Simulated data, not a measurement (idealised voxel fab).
process module | voxel capacitor over wiring
cross-section cut | 160 nm wide | cells 5 nm
A cross-section is a grid of square cells, given in bands from the top down. A band is one or more rows of cells.
Each band's line starts with the height of the band's top and of its bottom, in nm. Then come its materials from left to right, each with its width in nm. One material with "throughout" fills the band from edge to edge. "air" is empty space.
Height 0 is the level under which the wafer as received is all one material. The lowest band goes on downwards, as in "0 down".
A width such as "30 to 40" changes by the same amount from each row of cells to the next, from the band's top row to its bottom row.
"no change" after a step means that no cell of the cross-section changed.
closed voids: empty space of 8 cells or more with no open way to the top, each as width x height at its distance from the left edge, in nm
after a step's settings: what the simulator itself notes on the step
overlay nm, on a step with a mask: how far to the right of its planned place the mask lay; to the left if negative
plan
1 op RECEIVE | material Si
2 op CONFORMAL_DEP | material SiO2 | thk nm 10
3 op DIRECTIONAL_DEP | material TiN | thk nm 5
4 op DIRECTIONAL_DEP | material Ru | thk nm 20
5 op PATTERN | tone cover | mask id METAL_1 | material resist | width nm 25 | pitch nm 75 | thk nm 15 | overlay nm 0
6 op DIRECTIONAL_ETCH | etch materials Ru | depth nm 20
7 op DIRECTIONAL_ETCH | etch materials TiN | depth nm 5
8 op STRIP | etch materials resist
9 op CONFORMAL_DEP | material SiCN | thk nm 5
10 op FILL_DEP | material lowk | thk nm 10
11 op CMP | height nm 35
12 op CONFORMAL_DEP | material SiCN | thk nm 5
13 op DIRECTIONAL_DEP | material lowk | thk nm 10
14 op PATTERN | tone open | mask id PLUG_1 | material resist | width nm 15 | thk nm 15 | overlay nm 0
15 op DIRECTIONAL_ETCH | etch materials lowk | depth nm 10
16 op DIRECTIONAL_ETCH | etch materials SiCN | depth nm 5
17 op STRIP | etch materials resist
18 op CONFORMAL_DEP | material TiN | thk nm 5
19 op FILL_DEP | material Cu | thk nm 5
20 op CMP | height nm 50
21 op DIRECTIONAL_DEP | material TiN | thk nm 5
22 op DIRECTIONAL_DEP | material Al2O3 | thk nm 5
23 op DIRECTIONAL_DEP | material TiN | thk nm 10
24 op MASKED_ETCH | tone cover | mask id UPPER_PLATE | width nm 55 | etch materials TiN | depth nm 10 | overlay nm 0
25 op MASKED_ETCH | tone cover | mask id UPPER_PLATE | width nm 55 | etch materials Al2O3 | depth nm 5 | overlay nm 0
26 op MASKED_ETCH | tone cover | mask id LOWER_PLATE | width nm 65 | etch materials TiN | depth nm 5 | overlay nm 0
27 op FILL_DEP | material SiO2 | thk nm 15
28 op CMP | height nm 80
29 op DIRECTIONAL_DEP | material aC | thk nm 15
30 op PATTERN | tone open | mask id PLUG_2 | material resist | width nm 15 | thk nm 35 | overlay nm 0
31 op DIRECTIONAL_ETCH | etch materials aC | depth nm 15
32 op STRIP | etch materials resist
33 op DIRECTIONAL_ETCH | etch materials SiO2 | depth nm 10
34 op STRIP | etch materials aC
35 op CONFORMAL_DEP | material TiN | thk nm 5
36 op FILL_DEP | material Cu | thk nm 10
37 op CMP | height nm 80
38 op CONFORMAL_DEP | material SiCN | thk nm 5
as received, after step 1
  0 down: Si throughout
  closed voids: none
first wafer at the end, as planned
  85 to 80: SiCN throughout
  80 to 75: SiO2 50 | TiN 5 | Cu 5 | TiN 5 | SiO2 95
  75 to 70: SiO2 50 | TiN 15 | SiO2 95
  70 to 60: SiO2 40 | TiN 55 | SiO2 65
  60 to 55: SiO2 40 | Al2O3 55 | SiO2 65
  55 to 50: SiO2 35 | TiN 65 | SiO2 60
  50 to 40: lowk 40 | TiN 5 | Cu 5 | TiN 5 | lowk 105
  40 to 35: SiCN 40 | TiN 15 | SiCN 105
  35 to 15: lowk 25 | SiCN 5 | Ru 25 | SiCN 5 | lowk 40 | SiCN 5 | Ru 25 | SiCN 5 | lowk 25
  15 to 10: SiCN 30 | TiN 25 | SiCN 50 | TiN 25 | SiCN 30
  10 to 0: SiO2 throughout
  0 down: Si throughout
  closed voids: none
second wafer at the end: like start, like plan, one mistake
  85 to 80: SiCN throughout
  80 to 75: SiO2 50 | TiN 5 | Cu 5 | TiN 5 | SiO2 95
  75 to 70: SiO2 50 | TiN 15 | SiO2 95
  70 to 65: SiO2 35 | TiN 5 | SiO2 55 | TiN 5 | SiO2 60
  65 to 60: TiN 40 | SiO2 55 | TiN 65
  60 to 55: Al2O3 throughout
  55 to 50: TiN throughout
  50 to 40: lowk 40 | TiN 5 | Cu 5 | TiN 5 | lowk 105
  40 to 35: SiCN 40 | TiN 15 | SiCN 105
  35 to 15: lowk 25 | SiCN 5 | Ru 25 | SiCN 5 | lowk 40 | SiCN 5 | Ru 25 | SiCN 5 | lowk 25
  15 to 10: SiCN 30 | TiN 25 | SiCN 50 | TiN 25 | SiCN 30
  10 to 0: SiO2 throughout
  0 down: Si throughout
  closed voids: none
what went wrong: step 24 ran as: op MASKED_ETCH | tone open | mask id UPPER_PLATE | width nm 55 | etch materials TiN | depth nm 10 | overlay nm 0
at the end the second wafer has, in cells: 21 more of Al2O3 | 41 fewer of SiO2 | 20 more of TiN
